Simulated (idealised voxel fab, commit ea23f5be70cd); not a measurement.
Name of the process module below: voxel capacitor over wiring
The figure presents cross-section cut, which has a width of 235 nm and is divided into square cells with an edge length of 5 nm.
In this document a cross-section is written as a grid of square cells. It is given as a series of bands, listed from the top down, and a band is one or more rows of cells.
Top height, bottom height, nm. Materials left to right, width each, nm. Single material + "full width" = fills band edge to edge. "blank" = empty.
A quick word on heights: they are counted from 0, and under that level the wafer as it came to us is one material throughout. The lowest band is different from the rest in having no bottom; it simply continues downward, written as in "z 0 and below".
When a width is written as two numbers, as in "30->40", the first number is the width in the top row of cells of the band and the second is the width in its bottom row, and the width changes by the same amount from each row to the next.
Basically "no alteration" means that step didn't change any cell in the cross-section.
Closed empty spaces (no open way to the top) of 8 cells or more are what "Trapped cavities" lists, each as width x height at distance from the left edge, nm for all three.
Formally, on a step line, whatever follows the settings is a remark that the simulator itself makes on the step.
What "overlay nm" on a step's line means: if the step has a mask, that mask lay this far to the right of its planned place, or, when the value is negative, to the left.
The process steps that were planned are listed below
1 RECEIVE with material Si
2 CONFORMAL_DEP with material SiO2, thk nm 15
3 DIRECTIONAL_DEP with material TiN, thk nm 5
4 DIRECTIONAL_DEP with material Ru, thk nm 20
5 DIRECTIONAL_DEP with material aC, thk nm 10
6 PATTERN with tone cover, mask id METAL_1, material resist, width nm 20, pitch nm 90, thk nm 30, overlay nm 0
7 DIRECTIONAL_ETCH with etch materials aC, depth nm 5
8 STRIP with etch materials resist
9 DIRECTIONAL_ETCH with etch materials Ru, depth nm 20
10 DIRECTIONAL_ETCH with etch materials TiN, depth nm 5
11 STRIP with etch materials aC
12 FILL_DEP with material SiO2, thk nm 10
13 CMP with height nm 40
14 CONFORMAL_DEP with material SiCN, thk nm 5
15 DIRECTIONAL_DEP with material lowk, thk nm 15
16 MASKED_ETCH with tone open, mask id PLUG_1, width nm 15, etch materials lowk, depth nm 15, overlay nm 0
17 MASKED_ETCH with tone open, mask id PLUG_1, width nm 15, etch materials SiCN, depth nm 5, overlay nm 0
18 CONFORMAL_DEP with material TiN, thk nm 5
19 FILL_DEP with material Ru, thk nm 10
20 CMP with height nm 60
21 DIRECTIONAL_DEP with material TiN, thk nm 10
22 DIRECTIONAL_DEP with material Al2O3, thk nm 5
23 DIRECTIONAL_DEP with material TiN, thk nm 5
24 PATTERN with tone cover, mask id UPPER_PLATE, material resist, width nm 75, thk nm 20, overlay nm 0
25 DIRECTIONAL_ETCH with etch materials TiN, depth nm 5
26 DIRECTIONAL_ETCH with etch materials Al2O3, depth nm 5
27 STRIP with etch materials resist
28 PATTERN with tone cover, mask id LOWER_PLATE, material resist, width nm 85, thk nm 15, overlay nm 0
29 DIRECTIONAL_ETCH with etch materials TiN, depth nm 10
30 STRIP with etch materials resist
31 FILL_DEP with material SiO2, thk nm 15
32 CMP with height nm 90
33 MASKED_ETCH with tone open, mask id PLUG_2, width nm 15, etch materials SiO2, depth nm 10, overlay nm 0
34 CONFORMAL_DEP with material TiN, thk nm 5
35 FILL_DEP with material Ru, thk nm 10
36 CMP with height nm 90
37 CONFORMAL_DEP with material SiN, thk nm 5
What sets these wafers apart? The depth nm at step 7. They all start alike, and the plan carries the first wafer's value.
So this is the first of several wafers, cross-sectioned as it came to us, meaning it's at the end of step 1
> z 0 and below  Si full width
> Trapped cavities: none
Module finished, last step 37 done: cross-section of the first of several wafers
> z 95 to 90  SiN full width
> z 90 to 85  SiO2: 75, then TiN: 5, then Ru: 5, then TiN: 5, then SiO2: 145
> z 85 to 75  SiO2: 75->65, then TiN: 15->75, then SiO2: 145->95
> z 75 to 70  SiO2: 65, then Al2O3: 75, then SiO2: 95
> z 70 to 60  SiO2: 60, then TiN: 85, then SiO2: 90
> z 60 to 45  lowk: 65, then TiN: 5, then Ru: 5, then TiN: 5, then lowk: 155
> z 45 to 40  SiCN: 65, then TiN: 15, then SiCN: 155
> z 40 to 20  Ru full width
> z 20 to 15  TiN full width
> z 15 to 0  SiO2 full width
> z 0 and below  Si full width
> Trapped cavities: none
The final wafer, sectioned at module end
> z 95 to 90  SiN full width
> z 90 to 85  SiO2: 75, then TiN: 5, then Ru: 5, then TiN: 5, then SiO2: 145
> z 85 to 75  SiO2: 75->65, then TiN: 15->75, then SiO2: 145->95
> z 75 to 70  SiO2: 65, then Al2O3: 75, then SiO2: 95
> z 70 to 60  SiO2: 60, then TiN: 85, then SiO2: 90
> z 60 to 45  lowk: 65, then TiN: 5, then Ru: 5, then TiN: 5, then lowk: 155
> z 45 to 40  SiCN: 65, then TiN: 15, then SiCN: 155
> z 40 to 20  SiO2: 60, then Ru: 20, then SiO2: 70, then Ru: 20, then SiO2: 65
> z 20 to 15  SiO2: 60, then TiN: 20, then SiO2: 70, then TiN: 20, then SiO2: 65
> z 15 to 0  SiO2 full width
> z 0 and below  Si full width
> Trapped cavities: none
Every row in this table is a wafer at the end of the module, and it gives, for each of the materials, the cells that wafer has gained (+) or lost (-) since it was received, then its closed voids
depth nm 5 | +15 Al2O3 | +192 Ru | +44 SiCN | +47 SiN | +353 SiO2 | +110 TiN | +132 lowk | Trapped cavities: none
depth nm 10 | +15 Al2O3 | +36 Ru | +44 SiCN | +47 SiN | +548 SiO2 | +71 TiN | +132 lowk | Trapped cavities: none
depth nm 15 | +15 Al2O3 | +36 Ru | +44 SiCN | +47 SiN | +548 SiO2 | +71 TiN | +132 lowk | Trapped cavities: none
depth nm 20 | +15 Al2O3 | +36 Ru | +44 SiCN | +47 SiN | +548 SiO2 | +71 TiN | +132 lowk | Trapped cavities: none
depth nm 25 | +15 Al2O3 | +36 Ru | +44 SiCN | +47 SiN | +548 SiO2 | +71 TiN | +132 lowk | Trapped cavities: none
